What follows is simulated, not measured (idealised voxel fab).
process module | voxel ribs on slabs
cross-section cut | 265 nm wide | cells 5 nm
A cross-section is a grid of square cells, given in bands from the top down. A band is one or more rows of cells.
Each band's line starts with the height of the band's top and of its bottom, in nm. Then come its materials from left to right, each with its width in nm. One material with "throughout" fills the band from edge to edge. "air" is empty space.
Height 0 is the level under which the wafer as received is all one material. The lowest band goes on downwards, as in "0 down".
A width such as "30 to 40" changes by the same amount from each row of cells to the next, from the band's top row to its bottom row.
"no change" after a step means that no cell of the cross-section changed.
closed voids: empty space of 8 cells or more with no open way to the top, each as width x height at its distance from the left edge, in nm
after a step's settings: what the simulator itself notes on the step
overlay nm, on a step with a mask: how far to the right of its planned place the mask lay; to the left if negative
plan
1 op RECEIVE | material Si
2 op DIRECTIONAL_DEP | material SiO2 | thk nm 30
3 op DIRECTIONAL_DEP | material polySi | thk nm 20
4 op DIRECTIONAL_DEP | material aC | thk nm 10
5 op PATTERN | tone cover | mask id RIB | material resist | width nm 25 | thk nm 25 | overlay nm 0
6 op DIRECTIONAL_ETCH | etch materials aC | depth nm 10
7 op STRIP | etch materials resist
8 op DIRECTIONAL_ETCH | etch materials polySi | depth nm 10
9 op STRIP | etch materials aC
10 op MASKED_ETCH | tone cover | mask id SLAB | width nm 85 | etch materials polySi | depth nm 10 | overlay nm 0
11 op FILL_DEP | material SiO2 | thk nm 30
12 op CMP | height nm 70
13 op DIRECTIONAL_DEP | material TiN | thk nm 5
14 op DIRECTIONAL_DEP | material aC | thk nm 10
15 op PATTERN | tone cover | mask id HEATER | material resist | width nm 35 | thk nm 30 | overlay nm 0
16 op DIRECTIONAL_ETCH | etch materials aC | depth nm 10
17 op STRIP | etch materials resist
18 op DIRECTIONAL_ETCH | etch materials TiN | depth nm 5
19 op STRIP | etch materials aC
20 op CONFORMAL_DEP | material SiN | thk nm 5
as received, after step 1
  0 down: Si throughout
  closed voids: none
first wafer at the end, as planned
  80 to 75: air 110 | SiN 45 | air 110
  75 to 70: SiN 115 | TiN 35 | SiN 115
  70 to 50: SiO2 throughout
  50 to 40: SiO2 120 | polySi 25 | SiO2 120
  40 to 30: SiO2 90 | polySi 85 | SiO2 90
  30 to 0: SiO2 throughout
  0 down: Si throughout
  closed voids: none
second wafer at the end: like start, like plan, one mistake
  80 to 75: SiN throughout
  75 to 70: polySi throughout
  70 to 50: SiO2 throughout
  50 to 40: SiO2 120 | polySi 25 | SiO2 120
  40 to 30: SiO2 90 | polySi 85 | SiO2 90
  30 to 0: SiO2 throughout
  0 down: Si throughout
  closed voids: none
what went wrong: step 13 ran as: op DIRECTIONAL_DEP | material polySi | thk nm 5
at the end the second wafer has, in cells: 2 fewer of SiN | 7 fewer of TiN | 53 more of polySi
